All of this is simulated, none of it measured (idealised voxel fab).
Herein follows the process module entitled voxel lift off.
The width of the displayed cross-section, cut, is 300 nm; its cells are square, with a size of 5 nm.
Just so we're on the same page, the cross-sections are grids of square cells, and they're listed out in bands top to bottom, each band one or more rows deep.
In this notation a band is specified by the heights of its top and bottom, in that order and in nm, after which its materials appear from left to right, each paired with its width in nm. The word "edge to edge" attached to a single material means that material fills the band from edge to edge; the word "blank" stands for empty space.
We count height from 0. Below that, the starting wafer is all one material. The lowest band never ends at the bottom but goes on down; see "z 0 and below" for how that is written.
The expression "30..40" gives the width at the extremes of the band, the first number at its top row of cells and the second at its bottom row, with the width changing by equal amounts from each row to the next in between.
"remained the same", as given for a step, is the statement that not any cell of the cross-section underwent a change during that step.
Closed-off voids of 8+ cells (no open route to the top) go in "Sealed-off cavities", written width x height at distance from the left edge, in nm.
Text after the settings on a step's line: the simulator's own remark on that step.
A step's line can hold "overlay nm"; with a mask on that step, the setting says how far right of the planned place the mask lay, while a negative setting says it lay to the left.
Plan:
| 1 | RECEIVE,material Si |
| 2 | CONFORMAL_DEP,material SiN,thk nm 5 |
| 3 | PATTERN,tone open,mask id LINES,material resist,width nm 30,pitch nm 60,thk nm 15,overlay nm 0 |
| 4 | DIRECTIONAL_DEP,material Ru,thk nm 5 |
| 5 | STRIP,etch materials resist |
| 6 | CONFORMAL_DEP,material SiN,thk nm 5 |
Keep in mind the plan's value for the thk nm of step 2 comes from the first wafer; the wafers don't share that setting, but they do share the same starting point.
This is how the first of several wafers looked in cross-section when it arrived, which is after step 1:
  z 0 and below | Si edge to edge
  Sealed-off cavities: none
Per wafer, end of module: cells gained (+) or lost (-) per material since receipt, then closed voids:
thk nm 5; +24 Ru; +128 SiN; Sealed-off cavities: none
thk nm 10; +24 Ru; +188 SiN; Sealed-off cavities: none
thk nm 15; +24 Ru; +248 SiN; Sealed-off cavities: none
thk nm 20; +24 Ru; +308 SiN; Sealed-off cavities: none
thk nm 25; +24 Ru; +368 SiN; Sealed-off cavities: none
